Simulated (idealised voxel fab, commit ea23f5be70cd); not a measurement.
The following is a process module called voxel spacer lines.
It is cross-section cut that appears here, measuring 235 nm in width, its square cells being 5 nm in size.
Format of a cross-section: grid, square cells. Given as bands. Order: top down. Band: one or more rows of cells. Within each band entry, the heights of the top and of the bottom of the band appear first, in that order and in nm; the materials of the band then follow from left to right, each with its corresponding width in nm. The designation "full width" on a single material indicates that it fills the band from edge to edge; the designation "air" indicates empty space. Heights are expressed relative to 0, this being the level below which the as-received wafer comprises one material exclusively. The lowest band is unbounded in the downward direction and is denoted as in "0 nm and below". Width "30..40": first value at the band's top row of cells, second value at its bottom row, equal change from row to row. "no change occurred" after a step means that no cell of the cross-section changed. Listed in "Voids, sealed": every empty space of 8 or more cells without an open way to the top. Form: width x height at distance, the distance being from the left edge, all in nm. The remark found on a step's line after its settings is issued by the simulator itself and pertains to that step. overlay nm: how far to the right of its planned place the mask lay on this masked step (negative: to the left).

[Below is the list of planned process steps]
1,RECEIVE [material Si]
2,CONFORMAL_DEP [material Al2O3] [thk nm 5]
3,DIRECTIONAL_DEP [material W] [thk nm 10]
4,DIRECTIONAL_DEP [material aC] [thk nm 25]
5,PATTERN [tone cover] [mask id MANDREL] [material resist] [width nm 15] [pitch nm 60] [thk nm 35] [overlay nm -15]
6,DIRECTIONAL_ETCH [etch materials aC] [depth nm 25]
7,STRIP [etch materials resist]
8,CONFORMAL_DEP [material SiO2] [thk nm 15]
9,DIRECTIONAL_ETCH [etch materials SiO2] [depth nm 15]
10,STRIP [etch materials aC]
11,DIRECTIONAL_ETCH [etch materials W] [depth nm 10]
12,STRIP [etch materials SiO2]
13,FILL_DEP [material lowk] [thk nm 10]
14,CMP [height nm 15]
Wafer-to-wafer difference: overlay nm, step 5. Common start. Plan = first wafer's value.

[Cross-section: the first of several wafers in its as-received state, i.e. following step 1]
	0 nm and below | Si full width
	Voids, sealed: none

[Row per wafer, end-of-module: cell gain (+)/loss (-) by material since the wafer came in, then closed voids]
overlay nm -15; +47 Al2O3; +36 W; +58 lowk; Voids, sealed: none
overlay nm -10; +47 Al2O3; +36 W; +58 lowk; Voids, sealed: none
overlay nm -5; +47 Al2O3; +36 W; +58 lowk; Voids, sealed: none
overlay nm 0; +47 Al2O3; +36 W; +58 lowk; Voids, sealed: none
overlay nm 5; +47 Al2O3; +36 W; +58 lowk; Voids, sealed: none
overlay nm 10; +47 Al2O3; +36 W; +58 lowk; Voids, sealed: none
overlay nm 15; +47 Al2O3; +36 W; +58 lowk; Voids, sealed: none
